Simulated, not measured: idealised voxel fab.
process module | voxel self aligned contacts
The cross-section shown here is cut; it is 165 nm wide and divided into square cells measuring 5 nm on a side.
In this document a cross-section is written as a grid of square cells. It is given as a series of bands, listed from the top down, and a band is one or more rows of cells. Quick guide to a band line: top height, bottom height (nm) up front; then every material left to right with its width in nm. Only one material and it's marked "all across"? Then it fills the band edge to edge. And "blank" just means empty space. Below 0: as-received wafer, all one material; heights counted from there. Lowest band: no bottom, goes on down, written "0 -> down". Width "30 to 40": first value at the band's top row of cells, second value at its bottom row, equal change from row to row. You'll sometimes find "same as before" written for a step, and that's the way of saying that nowhere in the cross-section did a cell change during that step. "Closed void table": empty spaces of 8 cells or more with no open way to the top, each given as width x height at distance, distance from the left edge, all in nm. Anything after a step's settings on that line? It's the simulator's own note about the step. On any step carrying a mask, the "overlay nm" setting, if present on the step's line, tells how far right of its planned place the mask lay; negative values point to the left.

## These are the steps we planned for the process
1. RECEIVE: material Si
2. CONFORMAL_DEP: material SiO2, thk nm 5
3. DIRECTIONAL_DEP: material polySi, thk nm 30
4. DIRECTIONAL_DEP: material SiN, thk nm 15
5. MASKED_ETCH: tone cover, mask id GATE, width nm 35, pitch nm 70, etch materials SiN, depth nm 15, overlay nm 0
6. MASKED_ETCH: tone cover, mask id GATE, width nm 35, pitch nm 70, etch materials polySi, depth nm 30, overlay nm 0
7. CONFORMAL_DEP: material SiN, thk nm 5
8. DIRECTIONAL_ETCH: etch materials SiN, depth nm 5
9. FILL_DEP: material SiO2, thk nm 15
10. CMP: height nm 55
11. MASKED_ETCH: tone open, mask id CONTACT, width nm 45, etch materials SiO2, depth nm 55, overlay nm 0
12. CONFORMAL_DEP: material TiN, thk nm 5
13. FILL_DEP: material Ru, thk nm 10
14. CMP: height nm 55
15. CONFORMAL_DEP: material SiCN, thk nm 5

## Cross-sectional view of the wafer in its as-received condition, corresponding to the state after step 1
> 0 -> down: Si all across
> Closed void table: none

## a wafer at the end: this start, this plan, one mistake
> 60 -> 55: SiCN all across
> 55 -> 50: SiO2 60 / TiN 15 / Ru 15 / TiN 15 / SiO2 60
> 50 -> 35: SiO2 25 / SiN 45 / TiN 5 / Ru 15 / TiN 5 / SiN 45 / SiO2 25
> 35 -> 15: SiO2 25 / SiN 5 / polySi 35 / SiN 5 / TiN 5 / Ru 15 / TiN 5 / SiN 5 / polySi 35 / SiN 5 / SiO2 25
> 15 -> 10: SiO2 25 / SiN 5 / polySi 35 / SiN 5 / TiN 25 / SiN 5 / polySi 35 / SiN 5 / SiO2 25
> 10 -> 5: polySi all across
> 5 -> 0: SiO2 all across
> 0 -> down: Si all across
> Closed void table: none
Misprocessing identified: step 6 was not run as planned; what actually ran was MASKED_ETCH: tone cover, mask id GATE, width nm 35, pitch nm 70, etch materials polySi, depth nm 25, overlay nm 0
